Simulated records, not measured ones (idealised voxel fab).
Presented below is a process module, voxel capacitor over wiring.
Cross-section cut: width 280 nm, square cells of 5 nm.
Throughout this document, each cross-section is represented as a grid of square cells and is presented as a sequence of bands enumerated from the top downward, where a band comprises one or more rows of cells. Per band: top height and bottom height in nm, followed by the left-to-right materials and their widths in nm; "full width" marks a single material spanning edge to edge, "blank" marks empty space. Heights are reckoned from 0. Under this level, the received wafer is all of one material. The bottommost band is open-ended downward, for example "0..down". Read "30 to 40" as a graded width: first number on top, second number at the bottom, same change between each pair of neighbouring rows. "stayed the same" -> step changed no cross-section cell. Closed empty spaces (no open way to the top) of 8 cells or more are what "Voids, enclosed" lists, each as width x height at distance from the left edge, nm for all three. Post-settings text on a step line: simulator's own remark regarding the step. When a step includes a mask, the "overlay nm" setting on its line states how far to the right of its planned place that mask lay, and negative values state how far to the left.

These are the steps we planned for the process:
| 1 | RECEIVE [material Si] |
| 2 | CONFORMAL_DEP [material SiO2] [thk nm 15] |
| 3 | DIRECTIONAL_DEP [material TiN] [thk nm 5] |
| 4 | DIRECTIONAL_DEP [material W] [thk nm 15] |
| 5 | PATTERN [tone cover] [mask id METAL_1] [material resist] [width nm 30] [pitch nm 100] [thk nm 20] [overlay nm 0] |
| 6 | DIRECTIONAL_ETCH [etch materials W] [depth nm 15] |
| 7 | DIRECTIONAL_ETCH [etch materials TiN] [depth nm 5] |
| 8 | STRIP [etch materials resist] |
| 9 | FILL_DEP [material lowk] [thk nm 5] |
| 10 | CMP [height nm 35] |
| 11 | CONFORMAL_DEP [material SiCN] [thk nm 5] |
| 12 | DIRECTIONAL_DEP [material lowk] [thk nm 20] |
| 13 | DIRECTIONAL_DEP [material aC] [thk nm 10] |
| 14 | PATTERN [tone open] [mask id PLUG_1] [material resist] [width nm 15] [thk nm 30] [overlay nm 0] |
| 15 | DIRECTIONAL_ETCH [etch materials aC] [depth nm 10] |
| 16 | STRIP [etch materials resist] |
| 17 | DIRECTIONAL_ETCH [etch materials lowk] [depth nm 20] |
| 18 | DIRECTIONAL_ETCH [etch materials SiCN] [depth nm 5] |
| 19 | STRIP [etch materials aC] |
| 20 | EPI [material Ru] [thk nm 10] |
| 21 | EPI [material Ru] [thk nm 10] |
| 22 | EPI [material Ru] [thk nm 5] |
| 23 | DIRECTIONAL_DEP [material TiN] [thk nm 5] |
| 24 | DIRECTIONAL_DEP [material HfO2] [thk nm 5] |
| 25 | DIRECTIONAL_DEP [material TiN] [thk nm 10] |
| 26 | MASKED_ETCH [tone cover] [mask id UPPER_PLATE] [width nm 75] [etch materials TiN] [depth nm 10] [overlay nm 0] |
| 27 | MASKED_ETCH [tone cover] [mask id UPPER_PLATE] [width nm 75] [etch materials HfO2] [depth nm 5] [overlay nm 0] |
| 28 | DIRECTIONAL_DEP [material aC] [thk nm 10] |
| 29 | PATTERN [tone cover] [mask id LOWER_PLATE] [material resist] [width nm 85] [thk nm 30] [overlay nm 0] |
| 30 | DIRECTIONAL_ETCH [etch materials aC] [depth nm 10] |
| 31 | STRIP [etch materials resist] |
| 32 | DIRECTIONAL_ETCH [etch materials TiN] [depth nm 5] |
| 33 | STRIP [etch materials aC] |
| 34 | FILL_DEP [material SiO2] [thk nm 20] |
| 35 | CMP [height nm 95] |
| 36 | DIRECTIONAL_DEP [material aC] [thk nm 15] |
| 37 | PATTERN [tone open] [mask id PLUG_2] [material resist] [width nm 15] [thk nm 30] [overlay nm 0] |
| 38 | DIRECTIONAL_ETCH [etch materials aC] [depth nm 15] |
| 39 | STRIP [etch materials resist] |
| 40 | DIRECTIONAL_ETCH [etch materials SiO2] [depth nm 15] |
| 41 | STRIP [etch materials aC] |
| 42 | CONFORMAL_DEP [material TiN] [thk nm 5] |
| 43 | FILL_DEP [material Ru] [thk nm 5] |
| 44 | CMP [height nm 95] |
| 45 | CONFORMAL_DEP [material SiCN] [thk nm 5] |

Cross-sectional view of the wafer in its as-received condition, corresponding to the state after step 1:
    0..down  Si full width
    Voids, enclosed: none

This is how the wafer looks in cross-section once the module is done, given the starting state and plan above and one mistake in carrying the plan out:
    100..95  SiCN full width
    95..85  100 nm SiO2 | 5 nm TiN | 5 nm Ru | 5 nm TiN | 165 nm SiO2
    85..80  100 nm SiO2 | 15 nm TiN | 165 nm SiO2
    80..70  105 nm SiO2 | 60 nm TiN | 115 nm SiO2
    70..65  90 nm SiO2 | 15 nm TiN | 60 nm HfO2 | 115 nm SiO2
    65..60  85 nm SiO2 | 85 nm TiN | 110 nm SiO2
    60..55  90 nm lowk | 15 nm HfO2 | 175 nm lowk
    55..50  90 nm lowk | 15 nm TiN | 175 nm lowk
    50..40  90 nm lowk | 15 nm Ru | 175 nm lowk
    40..35  90 nm SiCN | 15 nm Ru | 175 nm SiCN
    35..20  75 nm lowk | 30 nm W | 70 nm lowk | 30 nm W | 75 nm lowk
    20..15  75 nm lowk | 30 nm TiN | 70 nm lowk | 30 nm TiN | 75 nm lowk
    15..0  SiO2 full width
    0..down  Si full width
    Voids, enclosed: none
Short version of what went wrong: a step is missing from the set 20 and 21, whose members are all alike, and its identity cannot be established
